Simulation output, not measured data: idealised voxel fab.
A process module follows: voxel ribs on slabs.
Cross-section cut spans 195 nm and uses square cells 5 nm in size.
Format of a cross-section: grid, square cells. Given as bands. Order: top down. Band: one or more rows of cells.
Band entry format. Leading values: height of top, height of bottom, nm. Remainder: materials in left-to-right order, each with its width in nm. Special words: "edge to edge" on a single material, which then fills the band edge to edge; "air", empty space.
Convention: height 0 is the level below which the wafer, as received, is all one material. The lowest band does not terminate at the bottom but continues downward, represented as "0 -> down".
Per-row width for "30..40": begins at first number (top row of band), ends at second number (bottom row), increment between rows held constant.
"remains unaltered" -> step changed no cross-section cell.
If an empty space has no open way to the top and is at least 8 cells in size, "Cavities, closed" lists it, written width x height at distance, where distance is measured from the left edge and every value is in nm.
If you see something after the settings on a step's line, that's the simulator's own remark about that step.
A step line may carry the setting "overlay nm", which, for steps involving a mask, states the distance by which the mask lay to the right of its intended position; negative values denote displacement to the left.

**Below is the list of planned process steps**
- 1: RECEIVE: material Si
- 2: DIRECTIONAL_DEP: material SiO2, thk nm 25
- 3: DIRECTIONAL_DEP: material SiN, thk nm 20
- 4: DIRECTIONAL_DEP: material aC, thk nm 15
- 5: PATTERN: tone cover, mask id RIB, material resist, width nm 25, thk nm 30, overlay nm 0
- 6: DIRECTIONAL_ETCH: etch materials aC, depth nm 15
- 7: STRIP: etch materials resist
- 8: DIRECTIONAL_ETCH: etch materials SiN, depth nm 5
- 9: STRIP: etch materials aC
- 10: MASKED_ETCH: tone cover, mask id SLAB, width nm 75, etch materials SiN, depth nm 15, overlay nm 0
- 11: FILL_DEP: material SiO2, thk nm 20
- 12: CMP: height nm 60
- 13: DIRECTIONAL_DEP: material W, thk nm 5
- 14: PATTERN: tone cover, mask id HEATER, material resist, width nm 35, thk nm 20, overlay nm 0
- 15: DIRECTIONAL_ETCH: etch materials W, depth nm 5
- 16: STRIP: etch materials resist
- 17: CONFORMAL_DEP: material SiO2, thk nm 10

**Cross-section, incoming material, after step 1**
  0 -> down | Si edge to edge
  Cavities, closed: none

**Here's the wafer cut in cross-section after the module, started and planned just like above, except one thing was done wrong in the run**
  75 -> 70 | air: 70, SiO2: 55, air: 70
  70 -> 65 | SiO2 edge to edge
  65 -> 60 | SiO2: 80, W: 35, SiO2: 80
  60 -> 55 | SiO2 edge to edge
  55 -> 50 | SiO2: 85, SiN: 25, SiO2: 85
  50 -> 35 | SiO2: 60, SiN: 75, SiO2: 60
  35 -> 25 | SiN edge to edge
  25 -> 0 | SiO2 edge to edge
  0 -> down | Si edge to edge
  Cavities, closed: none
Which mistake was made when the wafer was run? contrary to plan, step 3 was performed as DIRECTIONAL_DEP: material SiN, thk nm 30
